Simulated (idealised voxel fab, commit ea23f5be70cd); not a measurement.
The following is a process module called voxel self aligned vias.
It is cross-section cut that appears here, measuring 245 nm in width, its square cells being 5 nm in size.
The cross-sections in this document take the form of a grid made of square cells. They are written out as bands, in order from top to bottom. Each band consists of one or more rows of cells.
A band entry consists of two parts. The first gives the height of the band's top and the height of its bottom, in nm. The rest lists the band's materials from left to right, each with its width in nm. A single material labelled with the word "full width" fills the band from edge to edge, and the word "blank" marks empty space.
Counting heights begins at 0, where everything beneath is, in the wafer as received, one material. The lowest band has no bottom; it goes on downwards, as "0..down" shows.
A width such as "30 to 40" changes by the same amount from each row of cells to the next, from the band's top row to its bottom row.
The designation "changes: none", where it is given for a processing step, indicates that no cell of the cross-section was altered in the course of that step.
For the entry "Enclosed empty spaces", the listed items are empty spaces with no open way to the top whose size is 8 cells or more; each item follows the pattern width x height at distance, where distance is from the left edge and all three are in nm.
Post-settings text on a step line: simulator's own remark regarding the step.
"overlay nm" on a masked step: distance the mask lay right of its planned place, negative for left.
Listed below are the process steps as planned
- 1: RECEIVE,material Si
- 2: CONFORMAL_DEP,material SiO2,thk nm 15
- 3: CONFORMAL_DEP,material SiCN,thk nm 5
- 4: DIRECTIONAL_DEP,material lowk,thk nm 20
- 5: DIRECTIONAL_DEP,material aC,thk nm 10
- 6: PATTERN,tone open,mask id LINES,material resist,width nm 30,pitch nm 70,thk nm 30,overlay nm 0
- 7: DIRECTIONAL_ETCH,etch materials aC,depth nm 10
- 8: STRIP,etch materials resist
- 9: DIRECTIONAL_ETCH,etch materials lowk,depth nm 20
- 10: STRIP,etch materials aC
- 11: CONFORMAL_DEP,material TiN,thk nm 5
- 12: FILL_DEP,material W,thk nm 10
- 13: CMP,height nm 40
- 14: SELECTIVE_ETCH,etch materials W Ru TiN,depth nm 10
- 15: FILL_DEP,material SiN,thk nm 10
- 16: CMP,height nm 40
- 17: DIRECTIONAL_DEP,material lowk,thk nm 20
- 18: PATTERN,tone open,mask id VIAS,material resist,width nm 40,pitch nm 70,thk nm 15,overlay nm 0
- 19: DIRECTIONAL_ETCH,etch materials lowk,depth nm 20
- 20: DIRECTIONAL_ETCH,etch materials SiN,depth nm 10
- 21: STRIP,etch materials resist
- 22: CONFORMAL_DEP,material TiN,thk nm 5
- 23: FILL_DEP,material Ru,thk nm 10
- 24: CMP,height nm 60
- 25: CONFORMAL_DEP,material SiCN,thk nm 5
Account of the first of two wafers, which was processed as intended
Wafer as received: cross-section following step 1
0..down | Si full width
Enclosed empty spaces: none
Upon completion of step 2, the wafer appears in cross-section as shown
15..0 | SiO2 full width
Rest of section, below 0: as before.
Upon completion of step 3, the wafer appears in cross-section as shown
20..15 | SiCN full width
Rest of section, below 15: as before.
Upon completion of step 4, the wafer appears in cross-section as shown
40..20 | lowk full width
Rest of section, below 20: as before.
Upon completion of step 5, the wafer appears in cross-section as shown
50..40 | aC full width
Rest of section, below 40: as before.
Upon completion of step 6, the wafer appears in cross-section as shown
80..50 | 35 resist / 30 blank / 40 resist / 30 blank / 40 resist / 30 blank / 40 resist
Rest of section, below 50: as before.
Upon completion of step 7, the wafer appears in cross-section as shown
70..50 | 35 resist / 30 blank / 40 resist / 30 blank / 40 resist / 30 blank / 40 resist
50..40 | 35 aC / 30 blank / 40 aC / 30 blank / 40 aC / 30 blank / 40 aC
Rest of section, below 40: as before.
Upon completion of step 8, the wafer appears in cross-section as shown
50..40 | 35 aC / 30 blank / 40 aC / 30 blank / 40 aC / 30 blank / 40 aC
Rest of section, below 40: as before.
Upon completion of step 9, the wafer appears in cross-section as shown
50..40 | 35 aC / 30 blank / 40 aC / 30 blank / 40 aC / 30 blank / 40 aC
40..20 | 35 lowk / 30 blank / 40 lowk / 30 blank / 40 lowk / 30 blank / 40 lowk
Rest of section, below 20: as before.
Upon completion of step 10, the wafer appears in cross-section as shown
40..20 | 35 lowk / 30 blank / 40 lowk / 30 blank / 40 lowk / 30 blank / 40 lowk
Rest of section, below 20: as before.
Upon completion of step 11, the wafer appears in cross-section as shown
45..40 | 40 TiN / 20 blank / 50 TiN / 20 blank / 50 TiN / 20 blank / 45 TiN
40..25 | 35 lowk / 5 TiN / 20 blank / 5 TiN / 40 lowk / 5 TiN / 20 blank / 5 TiN / 40 lowk / 5 TiN / 20 blank / 5 TiN / 40 lowk
25..20 | 35 lowk / 30 TiN / 40 lowk / 30 TiN / 40 lowk / 30 TiN / 40 lowk
Rest of section, below 20: as before.
Upon completion of step 12, the wafer appears in cross-section as shown
55..45 | W full width
45..40 | 40 TiN / 20 W / 50 TiN / 20 W / 50 TiN / 20 W / 45 TiN
40..25 | 35 lowk / 5 TiN / 20 W / 5 TiN / 40 lowk / 5 TiN / 20 W / 5 TiN / 40 lowk / 5 TiN / 20 W / 5 TiN / 40 lowk
Rest of section, below 25: as before.
Upon completion of step 13, the wafer appears in cross-section as shown
40..25 | 35 lowk / 5 TiN / 20 W / 5 TiN / 40 lowk / 5 TiN / 20 W / 5 TiN / 40 lowk / 5 TiN / 20 W / 5 TiN / 40 lowk
Rest of section, below 25: as before.
Upon completion of step 14, the wafer appears in cross-section as shown
40..30 | 35 lowk / 30 blank / 40 lowk / 30 blank / 40 lowk / 30 blank / 40 lowk
Rest of section, below 30: as before.
Upon completion of step 15, the wafer appears in cross-section as shown
50..40 | SiN full width
40..30 | 35 lowk / 30 SiN / 40 lowk / 30 SiN / 40 lowk / 30 SiN / 40 lowk
Rest of section, below 30: as before.
Upon completion of step 16, the wafer appears in cross-section as shown
40..30 | 35 lowk / 30 SiN / 40 lowk / 30 SiN / 40 lowk / 30 SiN / 40 lowk
Rest of section, below 30: as before.
Upon completion of step 17, the wafer appears in cross-section as shown
60..40 | lowk full width
Rest of section, below 40: as before.
Upon completion of step 18, the wafer appears in cross-section as shown
75..60 | 30 resist / 40 blank / 30 resist / 40 blank / 30 resist / 40 blank / 35 resist
Rest of section, below 60: as before.
Upon completion of step 19, the wafer appears in cross-section as shown
75..60 | 30 resist / 40 blank / 30 resist / 40 blank / 30 resist / 40 blank / 35 resist
60..40 | 30 lowk / 40 blank / 30 lowk / 40 blank / 30 lowk / 40 blank / 35 lowk
Rest of section, below 40: as before.
Upon completion of step 20, the wafer appears in cross-section as shown
75..60 | 30 resist / 40 blank / 30 resist / 40 blank / 30 resist / 40 blank / 35 resist
60..40 | 30 lowk / 40 blank / 30 lowk / 40 blank / 30 lowk / 40 blank / 35 lowk
40..30 | 35 lowk / 30 blank / 40 lowk / 30 blank / 40 lowk / 30 blank / 40 lowk
Rest of section, below 30: as before.
Upon completion of step 21, the wafer appears in cross-section as shown
60..40 | 30 lowk / 40 blank / 30 lowk / 40 blank / 30 lowk / 40 blank / 35 lowk
Rest of section, below 40: as before.
Upon completion of step 22, the wafer appears in cross-section as shown
65..60 | 35 TiN / 30 blank / 40 TiN / 30 blank / 40 TiN / 30 blank / 40 TiN
60..45 | 30 lowk / 5 TiN / 30 blank / 5 TiN / 30 lowk / 5 TiN / 30 blank / 5 TiN / 30 lowk / 5 TiN / 30 blank / 5 TiN / 35 lowk
45..35 | 30 to 35 lowk / 10 to 5 TiN / 20 blank / 10 to 5 TiN / 30 to 40 lowk / 10 to 5 TiN / 20 blank / 10 to 5 TiN / 30 to 40 lowk / 10 to 5 TiN / 20 blank / 10 to 5 TiN / 35 to 40 lowk
35..30 | 35 lowk / 30 TiN / 40 lowk / 30 TiN / 40 lowk / 30 TiN / 40 lowk
Rest of section, below 30: as before.
Upon completion of step 23, the wafer appears in cross-section as shown
75..65 | Ru full width
65..60 | 35 TiN / 30 Ru / 40 TiN / 30 Ru / 40 TiN / 30 Ru / 40 TiN
60..45 | 30 lowk / 5 TiN / 30 Ru / 5 TiN / 30 lowk / 5 TiN / 30 Ru / 5 TiN / 30 lowk / 5 TiN / 30 Ru / 5 TiN / 35 lowk
45..35 | 30 to 35 lowk / 10 to 5 TiN / 20 Ru / 10 to 5 TiN / 30 to 40 lowk / 10 to 5 TiN / 20 Ru / 10 to 5 TiN / 30 to 40 lowk / 10 to 5 TiN / 20 Ru / 10 to 5 TiN / 35 to 40 lowk
Rest of section, below 35: as before.
Upon completion of step 24, the wafer appears in cross-section as shown
60..45 | 30 lowk / 5 TiN / 30 Ru / 5 TiN / 30 lowk / 5 TiN / 30 Ru / 5 TiN / 30 lowk / 5 TiN / 30 Ru / 5 TiN / 35 lowk
Rest of section, below 45: as before.
Upon completion of step 25, the wafer appears in cross-section as shown
65..60 | SiCN full width
Rest of section, below 60: as before.
The second wafer was prepared from the same starting point and under the same plan as the first; its processing contained one mistake, and it remains indistinguishable from the first wafer up to and including step 1
Second wafer, sectioned view, at step 2's planned end time
5..0 | SiCN full width
Rest of section, below 0: as before.
Second wafer, sectioned view, at step 3's planned end time
20..5 | SiO2 full width
Rest of section, below 5: as before.
Second wafer, sectioned view, at step 4's planned end time
40..20 | lowk full width
Rest of section, below 20: as before.
Second wafer, sectioned view, at step 5's planned end time
50..40 | aC full width
Rest of section, below 40: as before.
Second wafer, sectioned view, at step 6's planned end time
80..50 | 35 resist / 30 blank / 40 resist / 30 blank / 40 resist / 30 blank / 40 resist
Rest of section, below 50: as before.
Second wafer, sectioned view, at step 7's planned end time
70..50 | 35 resist / 30 blank / 40 resist / 30 blank / 40 resist / 30 blank / 40 resist
50..40 | 35 aC / 30 blank / 40 aC / 30 blank / 40 aC / 30 blank / 40 aC
Rest of section, below 40: as before.
Second wafer, sectioned view, at step 8's planned end time
50..40 | 35 aC / 30 blank / 40 aC / 30 blank / 40 aC / 30 blank / 40 aC
Rest of section, below 40: as before.
Second wafer, sectioned view, at step 9's planned end time
50..40 | 35 aC / 30 blank / 40 aC / 30 blank / 40 aC / 30 blank / 40 aC
40..20 | 35 lowk / 30 blank / 40 lowk / 30 blank / 40 lowk / 30 blank / 40 lowk
Rest of section, below 20: as before.
Second wafer, sectioned view, at step 10's planned end time
40..20 | 35 lowk / 30 blank / 40 lowk / 30 blank / 40 lowk / 30 blank / 40 lowk
Rest of section, below 20: as before.
Second wafer, sectioned view, at step 11's planned end time
45..40 | 40 TiN / 20 blank / 50 TiN / 20 blank / 50 TiN / 20 blank / 45 TiN
40..25 | 35 lowk / 5 TiN / 20 blank / 5 TiN / 40 lowk / 5 TiN / 20 blank / 5 TiN / 40 lowk / 5 TiN / 20 blank / 5 TiN / 40 lowk
25..20 | 35 lowk / 30 TiN / 40 lowk / 30 TiN / 40 lowk / 30 TiN / 40 lowk
Rest of section, below 20: as before.
Second wafer, sectioned view, at step 12's planned end time
55..45 | W full width
45..40 | 40 TiN / 20 W / 50 TiN / 20 W / 50 TiN / 20 W / 45 TiN
40..25 | 35 lowk / 5 TiN / 20 W / 5 TiN / 40 lowk / 5 TiN / 20 W / 5 TiN / 40 lowk / 5 TiN / 20 W / 5 TiN / 40 lowk
Rest of section, below 25: as before.
Second wafer, sectioned view, at step 13's planned end time
40..25 | 35 lowk / 5 TiN / 20 W / 5 TiN / 40 lowk / 5 TiN / 20 W / 5 TiN / 40 lowk / 5 TiN / 20 W / 5 TiN / 40 lowk
Rest of section, below 25: as before.
Second wafer, sectioned view, at step 14's planned end time
40..30 | 35 lowk / 30 blank / 40 lowk / 30 blank / 40 lowk / 30 blank / 40 lowk
Rest of section, below 30: as before.
Second wafer, sectioned view, at step 15's planned end time
50..40 | SiN full width
40..30 | 35 lowk / 30 SiN / 40 lowk / 30 SiN / 40 lowk / 30 SiN / 40 lowk
Rest of section, below 30: as before.
Second wafer, sectioned view, at step 16's planned end time
40..30 | 35 lowk / 30 SiN / 40 lowk / 30 SiN / 40 lowk / 30 SiN / 40 lowk
Rest of section, below 30: as before.
Second wafer, sectioned view, at step 17's planned end time
60..40 | lowk full width
Rest of section, below 40: as before.
Second wafer, sectioned view, at step 18's planned end time
75..60 | 30 resist / 40 blank / 30 resist / 40 blank / 30 resist / 40 blank / 35 resist
Rest of section, below 60: as before.
Second wafer, sectioned view, at step 19's planned end time
75..60 | 30 resist / 40 blank / 30 resist / 40 blank / 30 resist / 40 blank / 35 resist
60..40 | 30 lowk / 40 blank / 30 lowk / 40 blank / 30 lowk / 40 blank / 35 lowk
Rest of section, below 40: as before.
Second wafer, sectioned view, at step 20's planned end time
75..60 | 30 resist / 40 blank / 30 resist / 40 blank / 30 resist / 40 blank / 35 resist
60..40 | 30 lowk / 40 blank / 30 lowk / 40 blank / 30 lowk / 40 blank / 35 lowk
40..30 | 35 lowk / 30 blank / 40 lowk / 30 blank / 40 lowk / 30 blank / 40 lowk
Rest of section, below 30: as before.
Second wafer, sectioned view, at step 21's planned end time
60..40 | 30 lowk / 40 blank / 30 lowk / 40 blank / 30 lowk / 40 blank / 35 lowk
Rest of section, below 40: as before.
Second wafer, sectioned view, at step 22's planned end time
65..60 | 35 TiN / 30 blank / 40 TiN / 30 blank / 40 TiN / 30 blank / 40 TiN
60..45 | 30 lowk / 5 TiN / 30 blank / 5 TiN / 30 lowk / 5 TiN / 30 blank / 5 TiN / 30 lowk / 5 TiN / 30 blank / 5 TiN / 35 lowk
45..35 | 30 to 35 lowk / 10 to 5 TiN / 20 blank / 10 to 5 TiN / 30 to 40 lowk / 10 to 5 TiN / 20 blank / 10 to 5 TiN / 30 to 40 lowk / 10 to 5 TiN / 20 blank / 10 to 5 TiN / 35 to 40 lowk
35..30 | 35 lowk / 30 TiN / 40 lowk / 30 TiN / 40 lowk / 30 TiN / 40 lowk
Rest of section, below 30: as before.
Second wafer, sectioned view, at step 23's planned end time
75..65 | Ru full width
65..60 | 35 TiN / 30 Ru / 40 TiN / 30 Ru / 40 TiN / 30 Ru / 40 TiN
60..45 | 30 lowk / 5 TiN / 30 Ru / 5 TiN / 30 lowk / 5 TiN / 30 Ru / 5 TiN / 30 lowk / 5 TiN / 30 Ru / 5 TiN / 35 lowk
45..35 | 30 to 35 lowk / 10 to 5 TiN / 20 Ru / 10 to 5 TiN / 30 to 40 lowk / 10 to 5 TiN / 20 Ru / 10 to 5 TiN / 30 to 40 lowk / 10 to 5 TiN / 20 Ru / 10 to 5 TiN / 35 to 40 lowk
Rest of section, below 35: as before.
Second wafer, sectioned view, at step 24's planned end time
60..45 | 30 lowk / 5 TiN / 30 Ru / 5 TiN / 30 lowk / 5 TiN / 30 Ru / 5 TiN / 30 lowk / 5 TiN / 30 Ru / 5 TiN / 35 lowk
Rest of section, below 45: as before.
Second wafer, sectioned view, at step 25's planned end time
65..60 | SiCN full width
Rest of section, below 60: as before.
It is concluded that the wafer was processed incorrectly with respect to the plan, in that deviation from plan: step 3 and step 2 executed in one another's positions
The two final wafers agree on how many cells each material fills and disagree on which cells those are.
